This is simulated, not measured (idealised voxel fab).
Process module under the name voxel capacitor over wiring
The width of the displayed cross-section, cut, is 180 nm; its cells are square, with a size of 5 nm.
Just so we're on the same page, the cross-sections are grids of square cells, and they're listed out in bands top to bottom, each band one or more rows deep.
Heights first: top, then bottom, in nm. Then materials, left to right, each with a width in nm. "throughout" on a single material: fills the band edge to edge. "air": empty space.
It should be noted that heights are counted from 0, beneath which the wafer as supplied is of one material throughout, and that the lowest band possesses no lower boundary but continues downward, as written in "from 0 down".
Read "30 to 40" as a graded width: first number on top, second number at the bottom, same change between each pair of neighbouring rows.
Where the words "stayed the same" appear for a step, the cross-section shows no cell changed by that step; every cell remained as before.
The entry "Closed void roster" lists the empty spaces that cover at least 8 cells and have no open path to the top. Each is written as width x height at distance, where the distance is measured from the left edge and all three values are in nm.
If you see something after the settings on a step's line, that's the simulator's own remark about that step.
"overlay nm" denotes, for a step that has a mask, the displacement of the mask to the right of its planned place, with negative values corresponding to the left.
Below is the list of planned process steps
step 1: RECEIVE (material Si)
step 2: CONFORMAL_DEP (material SiO2; thk nm 10)
step 3: CONFORMAL_DEP (material SiN; thk nm 5)
step 4: DIRECTIONAL_DEP (material lowk; thk nm 15)
step 5: DIRECTIONAL_DEP (material aC; thk nm 10)
step 6: PATTERN (tone open; mask id METAL_1; material resist; width nm 20; pitch nm 80; thk nm 30; overlay nm 0)
step 7: DIRECTIONAL_ETCH (etch materials aC; depth nm 10)
step 8: STRIP (etch materials resist)
step 9: DIRECTIONAL_ETCH (etch materials lowk; depth nm 15)
step 10: DIRECTIONAL_ETCH (etch materials SiN; depth nm 5)
step 11: STRIP (etch materials aC)
step 12: CONFORMAL_DEP (material TiN; thk nm 5)
step 13: FILL_DEP (material W; thk nm 10)
step 14: CMP (height nm 30)
step 15: EPI (material Ru; thk nm 5)
step 16: FILL_DEP (material SiCN; thk nm 5)
step 17: DIRECTIONAL_DEP (material lowk; thk nm 20)
step 18: MASKED_ETCH (tone open; mask id PLUG_1; width nm 15; etch materials lowk; depth nm 20; overlay nm 0)
step 19: MASKED_ETCH (tone open; mask id PLUG_1; width nm 15; etch materials SiCN; depth nm 5; overlay nm 0)
step 20: CONFORMAL_DEP (material TiN; thk nm 5)
step 21: FILL_DEP (material Cu; thk nm 10)
step 22: CMP (height nm 60)
step 23: DIRECTIONAL_DEP (material TiN; thk nm 10)
step 24: DIRECTIONAL_DEP (material Al2O3; thk nm 5)
step 25: DIRECTIONAL_DEP (material TiN; thk nm 10)
step 26: DIRECTIONAL_DEP (material aC; thk nm 10)
step 27: PATTERN (tone cover; mask id UPPER_PLATE; material resist; width nm 65; thk nm 30; overlay nm 0)
step 28: DIRECTIONAL_ETCH (etch materials aC; depth nm 10)
step 29: STRIP (etch materials resist)
step 30: DIRECTIONAL_ETCH (etch materials TiN; depth nm 10)
step 31: DIRECTIONAL_ETCH (etch materials Al2O3; depth nm 5)
step 32: STRIP (etch materials aC)
step 33: DIRECTIONAL_DEP (material aC; thk nm 15)
step 34: PATTERN (tone cover; mask id LOWER_PLATE; material resist; width nm 75; thk nm 30; overlay nm 0)
step 35: DIRECTIONAL_ETCH (etch materials aC; depth nm 15)
step 36: STRIP (etch materials resist)
step 37: DIRECTIONAL_ETCH (etch materials TiN; depth nm 10)
step 38: STRIP (etch materials aC)
step 39: FILL_DEP (material SiO2; thk nm 15)
step 40: CMP (height nm 95)
step 41: MASKED_ETCH (tone open; mask id PLUG_2; width nm 15; etch materials SiO2; depth nm 10; overlay nm 0)
step 42: CONFORMAL_DEP (material TiN; thk nm 5)
step 43: FILL_DEP (material W; thk nm 10)
step 44: CMP (height nm 95)
step 45: CONFORMAL_DEP (material SiCN; thk nm 5)
Incoming wafer, cross-sectional view, post step 1
- from 0 down | Si throughout
- Closed void roster: none
Module complete, cross-section. Starting point and plan per above. One mistake made in running the module
- from 100 to 95 | SiCN throughout
- from 95 to 85 | SiO2 45 | TiN 65 | SiO2 70
- from 85 to 80 | SiO2 45 | Al2O3 65 | SiO2 70
- from 80 to 70 | Al2O3 throughout
- from 70 to 60 | TiN throughout
- from 60 to 40 | lowk 45 | TiN 5 | Cu 5 | TiN 5 | lowk 120
- from 40 to 35 | SiCN 45 | TiN 15 | SiCN 120
- from 35 to 30 | SiCN 35 | Ru 30 | SiCN 50 | Ru 30 | SiCN 35
- from 30 to 15 | lowk 40 | TiN 5 | W 10 | TiN 5 | lowk 60 | TiN 5 | W 10 | TiN 5 | lowk 40
- from 15 to 10 | SiN 40 | TiN 20 | SiN 60 | TiN 20 | SiN 40
- from 10 to 0 | SiO2 throughout
- from 0 down | Si throughout
- Closed void roster: none
Short version of what went wrong: step 24 was processed under conditions differing from the plan, specifically as DIRECTIONAL_DEP (material Al2O3; thk nm 15)
